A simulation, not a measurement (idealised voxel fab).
process module | voxel double patterning
cross-section cut | 150 nm wide | cells 5 nm
A cross-section is a grid of square cells, given in bands from the top down. A band is one or more rows of cells.
Each band's line starts with the height of the band's top and of its bottom, in nm. Then come its materials from left to right, each with its width in nm. One material with "throughout" fills the band from edge to edge. "air" is empty space.
Height 0 is the level under which the wafer as received is all one material. The lowest band goes on downwards, as in "0 down".
A width such as "30 to 40" changes by the same amount from each row of cells to the next, from the band's top row to its bottom row.
"no change" after a step means that no cell of the cross-section changed.
closed voids: empty space of 8 cells or more with no open way to the top, each as width x height at its distance from the left edge, in nm
after a step's settings: what the simulator itself notes on the step
overlay nm, on a step with a mask: how far to the right of its planned place the mask lay; to the left if negative
plan
1 op RECEIVE | material Si
2 op CONFORMAL_DEP | material SiN | thk nm 5
3 op DIRECTIONAL_DEP | material SiO2 | thk nm 15
4 op DIRECTIONAL_DEP | material SiCN | thk nm 10
5 op PATTERN | tone open | mask id FIRST | material resist | width nm 15 | pitch nm 50 | thk nm 20 | overlay nm 0
6 op DIRECTIONAL_ETCH | etch materials SiCN | depth nm 10
7 op STRIP | etch materials resist
8 op MASKED_ETCH | tone open | mask id SECOND | width nm 15 | etch materials SiCN | depth nm 10 | overlay nm 0
9 op DIRECTIONAL_ETCH | etch materials SiO2 | depth nm 15
10 op STRIP | etch materials SiCN
varied across the wafers: width nm of step 5. The plan shows the first wafer's value. All wafers start alike
first wafer as received, after step 1
  0 down: Si throughout
  closed voids: none
each wafer at the end: cells of each material gained (+) or lost (-) since it was received, then its closed voids
width nm 15 | +30 SiN | +63 SiO2 | closed voids: none
width nm 20 | +30 SiN | +57 SiO2 | closed voids: none
width nm 25 | +30 SiN | +51 SiO2 | closed voids: none
width nm 30 | +30 SiN | +45 SiO2 | closed voids: none
